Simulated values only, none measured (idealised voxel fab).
Title: Process Module voxel transistor to metal
Cross-section cut: width 180 nm, square cells of 5 nm.
A cross-section is written here as square cells arranged in a grid, and it is given in bands from the top down, each band taking up one or more rows of cells.
Band entry format. Leading values: height of top, height of bottom, nm. Remainder: materials in left-to-right order, each with its width in nm. Special words: "full width" on a single material, which then fills the band edge to edge; "blank", empty space.
Heights are measured from 0, the level below which the as-received wafer is all one material; the lowest band has no bottom and continues downward, written as in "0 down".
Width: "30->40" (first number = top row, second number = bottom row, same change from row to row of cells).
No cell of the cross-section changed in a step that is given as "all unchanged".
The entry titled "Enclosed cavities" provides the empty spaces that have no open way to the top, restricted to those of 8 cells or more. Each is presented as width x height at distance, the distance being measured from the left edge, with all three in nm.
It should be noted that, on the line of a given step, the content following the step's settings is a remark produced by the simulator itself with respect to that step.
overlay nm: right-of-plan distance of the mask on a masked step; negative values mean left-of-plan.
What follows is a series of pairs. Each pair shows a cross-section before one process step and the cross-section after it, and the after view is drawn only down to the lowest band that changed. Beneath each pair is the step that lies between the two, with its settings. Pairs may come from different runs of this module on the same starting wafer, so a pair continues from the one above it only where its entry headed "Pre-step geometry" says so.

[Pre-step geometry]
    100 to 85 = 45 of aC  15 of blank  55 of aC  15 of blank  50 of aC
    85 to 55 = 45 of SiO2  15 of blank  55 of SiO2  15 of blank  50 of SiO2
    55 to 50 = SiCN full width
    50 to 35 = 45 of SiO2  5 of TiN  5 of Cu  5 of TiN  55 of SiO2  5 of TiN  5 of Cu  5 of TiN  50 of SiO2
    35 to 30 = 45 of SiCN  15 of TiN  55 of SiCN  15 of TiN  50 of SiCN
    30 to 15 = 45 of SiO2  5 of TiN  5 of W  5 of TiN  55 of SiO2  5 of TiN  5 of W  5 of TiN  50 of SiO2
    15 to 5 = 45 of SiO2  5 of TiN  5 of W  5 of TiN  5 of SiO2  10 of SiN  5 of HfO2  5 of TiN  5 of W  5 of TiN  5 of HfO2  10 of SiN  5 of SiO2  5 of TiN  5 of W  5 of TiN  50 of SiO2
    5 to 0 = 45 of SiO2  5 of TiN  5 of W  5 of TiN  5 of SiO2  10 of SiN  5 of HfO2  15 of TiN  5 of HfO2  10 of SiN  5 of SiO2  5 of TiN  5 of W  5 of TiN  50 of SiO2
    0 to -5 = 45 of SiO2  15 of TiN  10 of SiO2  35 of HfO2  10 of SiO2  15 of TiN  50 of SiO2
    -5 to -20 = 30 of pSi  115 of SiO2  35 of pSi
    -20 to -40 = 30 of Si  115 of SiO2  35 of Si
    -40 down = Si full width
    Enclosed cavities: none

[Resulting Cross-Section]
    100 to 85 = 45 of aC  15 of blank  55 of aC  15 of blank  50 of aC
    85 to 55 = 45 of SiO2  15 of blank  55 of SiO2  15 of blank  50 of SiO2
    55 to 50 = 45 of SiCN  15 of blank  55 of SiCN  15 of blank  50 of SiCN
    For the remainder of the cross-section, below 50, there is no change.
    Enclosed cavities: none
Applied between the two views above: DIRECTIONAL_ETCH [etch materials SiCN] [depth nm 5]

Pre-step geometry: starting point is the after cross-section of the pair just above.

[Resulting Cross-Section]
    85 to 55 = 45 of SiO2  15 of blank  55 of SiO2  15 of blank  50 of SiO2
    For the remainder of the cross-section, below 55, there is no change.
    Enclosed cavities: none
Applied between the two views above: STRIP [etch materials aC]

Pre-step geometry: starting point is the after cross-section of the pair just above.

[Resulting Cross-Section]
    90 to 85 = 50 of TiN  5 of blank  65 of TiN  5 of blank  55 of TiN
    85 to 55 = 45 of SiO2  5 of TiN  5 of blank  5 of TiN  55 of SiO2  5 of TiN  5 of blank  5 of TiN  50 of SiO2
    55 to 50 = 45 of SiCN  15 of TiN  55 of SiCN  15 of TiN  50 of SiCN
    For the remainder of the cross-section, below 50, there is no change.
    Enclosed cavities: none
Applied between the two views above: CONFORMAL_DEP [material TiN] [thk nm 5]

Pre-step geometry: starting point is the after cross-section of the pair just above.

[Resulting Cross-Section]
    100 to 90 = Cu full width
    90 to 85 = 50 of TiN  5 of Cu  65 of TiN  5 of Cu  55 of TiN
    85 to 55 = 45 of SiO2  5 of TiN  5 of Cu  5 of TiN  55 of SiO2  5 of TiN  5 of Cu  5 of TiN  50 of SiO2
    For the remainder of the cross-section, below 55, there is no change.
    Enclosed cavities: none
Applied between the two views above: FILL_DEP [material Cu] [thk nm 10]

Pre-step geometry: starting point is the after cross-section of the pair just above.

[Resulting Cross-Section]
    85 to 55 = 45 of SiO2  5 of TiN  5 of Cu  5 of TiN  55 of SiO2  5 of TiN  5 of Cu  5 of TiN  50 of SiO2
    For the remainder of the cross-section, below 55, there is no change.
    Enclosed cavities: none
Applied between the two views above: CMP [height nm 85]

Pre-step geometry: starting point is the after cross-section of the pair just above.

[Resulting Cross-Section]
    90 to 85 = SiN full width
    For the remainder of the cross-section, below 85, there is no change.
    Enclosed cavities: none
Applied between the two views above: CONFORMAL_DEP [material SiN] [thk nm 5]
